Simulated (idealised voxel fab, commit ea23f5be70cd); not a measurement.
Name of the process module below: voxel air gaps
Shown is cross-section cut, with a width of 175 nm and square cells of size 5 nm.
When this document writes out a cross-section, it uses a grid of square cells and lists it as bands, beginning at the top and moving down, with a band standing for one or more rows of cells. Band: top and bottom heights (nm) first, top before bottom; then materials from left to right, widths in nm. "all across" marks a sole material filling the band edge to edge. "empty" denotes empty space. Heads up on the height convention: 0 is the point under which the incoming wafer is all one material, and the lowest band has no bottom, it just keeps going down, like "0 -> down". Quick explanation for "30->40": the width changes in equal steps down the rows of cells, from the first number in the band's top row to the second number in its bottom row. A step reported as "nothing altered" is a step in which no cell of the cross-section changed. Voids not open to the top, 8 cells minimum: see "Closed void inventory". Written width x height at distance; distance is from the left edge; nm. On a step's line, text after the settings is the simulator commenting on that step. overlay nm: mask offset rightward from planned place, masked step; negative means leftward offset.
PLAN
1,RECEIVE with material Si
2,CONFORMAL_DEP with material SiO2, thk nm 15
3,CONFORMAL_DEP with material SiCN, thk nm 5
4,DIRECTIONAL_DEP with material lowk, thk nm 35
5,DIRECTIONAL_DEP with material aC, thk nm 15
6,PATTERN with tone open, mask id LINES, material resist, width nm 20, pitch nm 50, thk nm 35, overlay nm 0
7,DIRECTIONAL_ETCH with etch materials aC, depth nm 15
8,STRIP with etch materials resist
9,DIRECTIONAL_ETCH with etch materials lowk, depth nm 35
10,STRIP with etch materials aC
11,CONFORMAL_DEP with material TiN, thk nm 5
12,FILL_DEP with material W, thk nm 10
13,CMP with height nm 55
14,EPI with material Ru, thk nm 10
15,SELECTIVE_ETCH with etch materials lowk, depth nm 45
16,CONFORMAL_DEP with material SiCN, thk nm 5
WAFER, FIRST OF TWO, RUN AS PLANNED
INCOMING WAFER, CROSS-SECTIONAL VIEW, POST STEP 1
	0 -> down = Si all across
	Closed void inventory: none
WAFER SECTION VIEW AFTER PROCESSING STEP 2
	15 -> 0 = SiO2 all across
	Under the height 0 nothing was changed.
WAFER SECTION VIEW AFTER PROCESSING STEP 3
	20 -> 15 = SiCN all across
	Under the height 15 nothing was changed.
WAFER SECTION VIEW AFTER PROCESSING STEP 4
	55 -> 20 = lowk all across
	Under the height 20 nothing was changed.
WAFER SECTION VIEW AFTER PROCESSING STEP 5
	70 -> 55 = aC all across
	Under the height 55 nothing was changed.
WAFER SECTION VIEW AFTER PROCESSING STEP 6
	105 -> 70 = resist=25 / empty=20 / resist=30 / empty=20 / resist=30 / empty=20 / resist=30
	Under the height 70 nothing was changed.
WAFER SECTION VIEW AFTER PROCESSING STEP 7
	90 -> 70 = resist=25 / empty=20 / resist=30 / empty=20 / resist=30 / empty=20 / resist=30
	70 -> 55 = aC=25 / empty=20 / aC=30 / empty=20 / aC=30 / empty=20 / aC=30
	Under the height 55 nothing was changed.
WAFER SECTION VIEW AFTER PROCESSING STEP 8
	70 -> 55 = aC=25 / empty=20 / aC=30 / empty=20 / aC=30 / empty=20 / aC=30
	Under the height 55 nothing was changed.
WAFER SECTION VIEW AFTER PROCESSING STEP 9
	70 -> 55 = aC=25 / empty=20 / aC=30 / empty=20 / aC=30 / empty=20 / aC=30
	55 -> 20 = lowk=25 / empty=20 / lowk=30 / empty=20 / lowk=30 / empty=20 / lowk=30
	Under the height 20 nothing was changed.
WAFER SECTION VIEW AFTER PROCESSING STEP 10
	55 -> 20 = lowk=25 / empty=20 / lowk=30 / empty=20 / lowk=30 / empty=20 / lowk=30
	Under the height 20 nothing was changed.
WAFER SECTION VIEW AFTER PROCESSING STEP 11
	60 -> 55 = TiN=30 / empty=10 / TiN=40 / empty=10 / TiN=40 / empty=10 / TiN=35
	55 -> 25 = lowk=25 / TiN=5 / empty=10 / TiN=5 / lowk=30 / TiN=5 / empty=10 / TiN=5 / lowk=30 / TiN=5 / empty=10 / TiN=5 / lowk=30
	25 -> 20 = lowk=25 / TiN=20 / lowk=30 / TiN=20 / lowk=30 / TiN=20 / lowk=30
	Under the height 20 nothing was changed.
WAFER SECTION VIEW AFTER PROCESSING STEP 12
	70 -> 60 = W all across
	60 -> 55 = TiN=30 / W=10 / TiN=40 / W=10 / TiN=40 / W=10 / TiN=35
	55 -> 25 = lowk=25 / TiN=5 / W=10 / TiN=5 / lowk=30 / TiN=5 / W=10 / TiN=5 / lowk=30 / TiN=5 / W=10 / TiN=5 / lowk=30
	Under the height 25 nothing was changed.
WAFER SECTION VIEW AFTER PROCESSING STEP 13
	55 -> 25 = lowk=25 / TiN=5 / W=10 / TiN=5 / lowk=30 / TiN=5 / W=10 / TiN=5 / lowk=30 / TiN=5 / W=10 / TiN=5 / lowk=30
	Under the height 25 nothing was changed.
WAFER SECTION VIEW AFTER PROCESSING STEP 14
	65 -> 55 = empty=15 / Ru=40 / empty=10 / Ru=40 / empty=10 / Ru=40 / empty=20
	Under the height 55 nothing was changed.
WAFER SECTION VIEW AFTER PROCESSING STEP 15
	65 -> 55 = empty=15 / Ru=40 / empty=10 / Ru=40 / empty=10 / Ru=40 / empty=20
	55 -> 25 = empty=25 / TiN=5 / W=10 / TiN=5 / empty=30 / TiN=5 / W=10 / TiN=5 / empty=30 / TiN=5 / W=10 / TiN=5 / empty=30
	25 -> 20 = empty=25 / TiN=20 / empty=30 / TiN=20 / empty=30 / TiN=20 / empty=30
	Under the height 20 nothing was changed.
WAFER SECTION VIEW AFTER PROCESSING STEP 16
	70 -> 65 = empty=10 / SiCN=150 / empty=15
	65 -> 55 = empty=10 / SiCN=5 / Ru=40 / SiCN=10 / Ru=40 / SiCN=10 / Ru=40 / SiCN=5 / empty=15
	55 -> 50 = empty=10 / SiCN=15 / TiN=5 / W=10 / TiN=5 / SiCN=30 / TiN=5 / W=10 / TiN=5 / SiCN=30 / TiN=5 / W=10 / TiN=5 / SiCN=15 / empty=15
	50 -> 25 = empty=20 / SiCN=5 / TiN=5 / W=10 / TiN=5 / SiCN=5 / empty=20 / SiCN=5 / TiN=5 / W=10 / TiN=5 / SiCN=5 / empty=20 / SiCN=5 / TiN=5 / W=10 / TiN=5 / SiCN=5 / empty=25
	25 -> 20 = SiCN=25 / TiN=20 / SiCN=30 / TiN=20 / SiCN=30 / TiN=20 / SiCN=30
	Under the height 20 nothing was changed.
	Closed void inventory: 20 x 25 at 50; 20 x 25 at 100
SECOND WAFER - SHARED START AND PLAN WITH THE FIRST - ONE ERROR IN RUNNING - SAME AS THE FIRST UP TO STEP 5 INCLUSIVE
CROSS-SECTIONAL REPRESENTATION OF THE SECOND WAFER AT THE TIME DESIGNATED IN THE PLAN FOR THE COMPLETION OF STEP 6
	105 -> 70 = resist=30 / empty=15 / resist=35 / empty=15 / resist=35 / empty=15 / resist=30
	Under the height 70 nothing was changed.
CROSS-SECTIONAL REPRESENTATION OF THE SECOND WAFER AT THE TIME DESIGNATED IN THE PLAN FOR THE COMPLETION OF STEP 7
	90 -> 70 = resist=30 / empty=15 / resist=35 / empty=15 / resist=35 / empty=15 / resist=30
	70 -> 55 = aC=30 / empty=15 / aC=35 / empty=15 / aC=35 / empty=15 / aC=30
	Under the height 55 nothing was changed.
CROSS-SECTIONAL REPRESENTATION OF THE SECOND WAFER AT THE TIME DESIGNATED IN THE PLAN FOR THE COMPLETION OF STEP 8
	70 -> 55 = aC=30 / empty=15 / aC=35 / empty=15 / aC=35 / empty=15 / aC=30
	Under the height 55 nothing was changed.
CROSS-SECTIONAL REPRESENTATION OF THE SECOND WAFER AT THE TIME DESIGNATED IN THE PLAN FOR THE COMPLETION OF STEP 9
	70 -> 55 = aC=30 / empty=15 / aC=35 / empty=15 / aC=35 / empty=15 / aC=30
	55 -> 20 = lowk=30 / empty=15 / lowk=35 / empty=15 / lowk=35 / empty=15 / lowk=30
	Under the height 20 nothing was changed.
CROSS-SECTIONAL REPRESENTATION OF THE SECOND WAFER AT THE TIME DESIGNATED IN THE PLAN FOR THE COMPLETION OF STEP 10
	55 -> 20 = lowk=30 / empty=15 / lowk=35 / empty=15 / lowk=35 / empty=15 / lowk=30
	Under the height 20 nothing was changed.
CROSS-SECTIONAL REPRESENTATION OF THE SECOND WAFER AT THE TIME DESIGNATED IN THE PLAN FOR THE COMPLETION OF STEP 11
	60 -> 55 = TiN=35 / empty=5 / TiN=45 / empty=5 / TiN=45 / empty=5 / TiN=35
	55 -> 25 = lowk=30 / TiN=5 / empty=5 / TiN=5 / lowk=35 / TiN=5 / empty=5 / TiN=5 / lowk=35 / TiN=5 / empty=5 / TiN=5 / lowk=30
	25 -> 20 = lowk=30 / TiN=15 / lowk=35 / TiN=15 / lowk=35 / TiN=15 / lowk=30
	Under the height 20 nothing was changed.
CROSS-SECTIONAL REPRESENTATION OF THE SECOND WAFER AT THE TIME DESIGNATED IN THE PLAN FOR THE COMPLETION OF STEP 12
	70 -> 60 = W all across
	60 -> 55 = TiN=35 / W=5 / TiN=45 / W=5 / TiN=45 / W=5 / TiN=35
	55 -> 25 = lowk=30 / TiN=5 / W=5 / TiN=5 / lowk=35 / TiN=5 / W=5 / TiN=5 / lowk=35 / TiN=5 / W=5 / TiN=5 / lowk=30
	Under the height 25 nothing was changed.
CROSS-SECTIONAL REPRESENTATION OF THE SECOND WAFER AT THE TIME DESIGNATED IN THE PLAN FOR THE COMPLETION OF STEP 13
	55 -> 25 = lowk=30 / TiN=5 / W=5 / TiN=5 / lowk=35 / TiN=5 / W=5 / TiN=5 / lowk=35 / TiN=5 / W=5 / TiN=5 / lowk=30
	Under the height 25 nothing was changed.
CROSS-SECTIONAL REPRESENTATION OF THE SECOND WAFER AT THE TIME DESIGNATED IN THE PLAN FOR THE COMPLETION OF STEP 14
	65 -> 55 = empty=20 / Ru=35 / empty=15 / Ru=35 / empty=15 / Ru=35 / empty=20
	Under the height 55 nothing was changed.
CROSS-SECTIONAL REPRESENTATION OF THE SECOND WAFER AT THE TIME DESIGNATED IN THE PLAN FOR THE COMPLETION OF STEP 15
	65 -> 55 = empty=20 / Ru=35 / empty=15 / Ru=35 / empty=15 / Ru=35 / empty=20
	55 -> 25 = empty=30 / TiN=5 / W=5 / TiN=5 / empty=35 / TiN=5 / W=5 / TiN=5 / empty=35 / TiN=5 / W=5 / TiN=5 / empty=30
	25 -> 20 = empty=30 / TiN=15 / empty=35 / TiN=15 / empty=35 / TiN=15 / empty=30
	Under the height 20 nothing was changed.
CROSS-SECTIONAL REPRESENTATION OF THE SECOND WAFER AT THE TIME DESIGNATED IN THE PLAN FOR THE COMPLETION OF STEP 16
	70 -> 65 = empty=15 / SiCN=45 / empty=5 / SiCN=45 / empty=5 / SiCN=45 / empty=15
	65 -> 55 = empty=15 / SiCN=5 / Ru=35 / SiCN=5 / empty=5 / SiCN=5 / Ru=35 / SiCN=5 / empty=5 / SiCN=5 / Ru=35 / SiCN=5 / empty=15
	55 -> 50 = empty=15 / SiCN=15 / TiN=5 / W=5 / TiN=5 / SiCN=15 / empty=5 / SiCN=15 / TiN=5 / W=5 / TiN=5 / SiCN=15 / empty=5 / SiCN=15 / TiN=5 / W=5 / TiN=5 / SiCN=15 / empty=15
	50 -> 25 = empty=25 / SiCN=5 / TiN=5 / W=5 / TiN=5 / SiCN=5 / empty=25 / SiCN=5 / TiN=5 / W=5 / TiN=5 / SiCN=5 / empty=25 / SiCN=5 / TiN=5 / W=5 / TiN=5 / SiCN=5 / empty=25
	25 -> 20 = SiCN=30 / TiN=15 / SiCN=35 / TiN=15 / SiCN=35 / TiN=15 / SiCN=30
	Under the height 20 nothing was changed.
Plan not followed: not per plan at step 6, really ran PATTERN with tone open, mask id LINES, material resist, width nm 15, pitch nm 50, thk nm 35, overlay nm 0
Cell-count delta at end, second wafer over first, by material: -6 Ru | -3 TiN | -18 W
Final count of closed voids per wafer: 2 in the first, 0 in the second.
